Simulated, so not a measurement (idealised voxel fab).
Module name: voxel fin reveal (process module)
The cross-section on display is named cut; it measures 195 nm wide, and its cells are 5 nm squares.
Cross-section spec: square-cell grid; bands listed top down; each band is one or more rows. Quick guide to a band line: top height, bottom height (nm) up front; then every material left to right with its width in nm. Only one material and it's marked "full width"? Then it fills the band edge to edge. And "blank" just means empty space. Ref level 0: as-received wafer is one material below here. Bottom band extends down with no lower bound ("z 0 and below"). Read "30..40" as a graded width: first number on top, second number at the bottom, same change between each pair of neighbouring rows. Key: "nothing got changed" - step with no changed cell in the cross-section. Closed empty spaces (no open way to the top) of 8 cells or more are what "Sealed void list" lists, each as width x height at distance from the left edge, nm for all three. after a step's settings: what the simulator itself notes on the step. "overlay nm" denotes, for a step that has a mask, the displacement of the mask to the right of its planned place, with negative values corresponding to the left.
**Listed below are the process steps as planned**
| 1 | RECEIVE: material Si |
| 2 | CONFORMAL_DEP: material SiN, thk nm 10 |
| 3 | PATTERN: tone cover, mask id FINS, material resist, width nm 15, pitch nm 45, thk nm 20, overlay nm 0 |
| 4 | DIRECTIONAL_ETCH: etch materials SiN, depth nm 10 |
| 5 | DIRECTIONAL_ETCH: etch materials Si, depth nm 35 |
| 6 | STRIP: etch materials resist |
| 7 | FILL_DEP: material SiO2, thk nm 15 |
| 8 | CMP: height nm 10 |
| 9 | SELECTIVE_ETCH: etch materials SiO2, depth nm 35 |
| 10 | STRIP: etch materials SiN |
**First of two wafers: run as planned**
**Cross-section of the wafer at receipt, which is the condition after step 1**
* z 0 and below  Si full width
* Sealed void list: none
**Cross-section of the wafer subsequent to step 2**
* z 10 to 0  SiN full width
* Under the height 0 nothing was changed.
**Cross-section of the wafer subsequent to step 3**
* z 30 to 10  blank 20, resist 15, blank 30, resist 15, blank 30, resist 15, blank 30, resist 15, blank 25
* Under the height 10 nothing was changed.
**Cross-section of the wafer subsequent to step 4**
* z 30 to 10  blank 20, resist 15, blank 30, resist 15, blank 30, resist 15, blank 30, resist 15, blank 25
* z 10 to 0  blank 20, SiN 15, blank 30, SiN 15, blank 30, SiN 15, blank 30, SiN 15, blank 25
* Under the height 0 nothing was changed.
**Cross-section of the wafer subsequent to step 5**
* z 30 to 10  blank 20, resist 15, blank 30, resist 15, blank 30, resist 15, blank 30, resist 15, blank 25
* z 10 to 0  blank 20, SiN 15, blank 30, SiN 15, blank 30, SiN 15, blank 30, SiN 15, blank 25
* z 0 to -35  blank 20, Si 15, blank 30, Si 15, blank 30, Si 15, blank 30, Si 15, blank 25
* Under the height -35 nothing was changed.
**Cross-section of the wafer subsequent to step 6**
* z 10 to 0  blank 20, SiN 15, blank 30, SiN 15, blank 30, SiN 15, blank 30, SiN 15, blank 25
* Under the height 0 nothing was changed.
**Cross-section of the wafer subsequent to step 7**
* z 25 to 10  SiO2 full width
* z 10 to 0  SiO2 20, SiN 15, SiO2 30, SiN 15, SiO2 30, SiN 15, SiO2 30, SiN 15, SiO2 25
* z 0 to -35  SiO2 20, Si 15, SiO2 30, Si 15, SiO2 30, Si 15, SiO2 30, Si 15, SiO2 25
* Under the height -35 nothing was changed.
**Cross-section of the wafer subsequent to step 8**
* z 10 to 0  SiO2 20, SiN 15, SiO2 30, SiN 15, SiO2 30, SiN 15, SiO2 30, SiN 15, SiO2 25
* Under the height 0 nothing was changed.
**Cross-section of the wafer subsequent to step 9**
* z 10 to 0  blank 20, SiN 15, blank 30, SiN 15, blank 30, SiN 15, blank 30, SiN 15, blank 25
* z 0 to -25  blank 20, Si 15, blank 30, Si 15, blank 30, Si 15, blank 30, Si 15, blank 25
* Under the height -25 nothing was changed.
**Cross-section of the wafer subsequent to step 10**
* z 0 to -25  blank 20, Si 15, blank 30, Si 15, blank 30, Si 15, blank 30, Si 15, blank 25
* Under the height -25 nothing was changed.
**Second wafer: same start and same plan as the first, one execution error; identical to the first through step 9**
**Cross-section of the second wafer at the time step 10 of the plan should have ended**
* z 10 to 0  blank 20, SiN 15, blank 30, SiN 15, blank 30, SiN 15, blank 30, SiN 15, blank 25
* z 0 to -35  blank 20, Si 15, blank 30, Si 15, blank 30, Si 15, blank 30, Si 15, blank 25
* Under the height -35 nothing was changed.
Plan not followed: step 10 went in with a setting other than planned; the actual run was STRIP: etch materials SiO2
The final cell counts differ between the wafers, with the second having more or fewer of some materials than the first: SiN +24; SiO2 -54
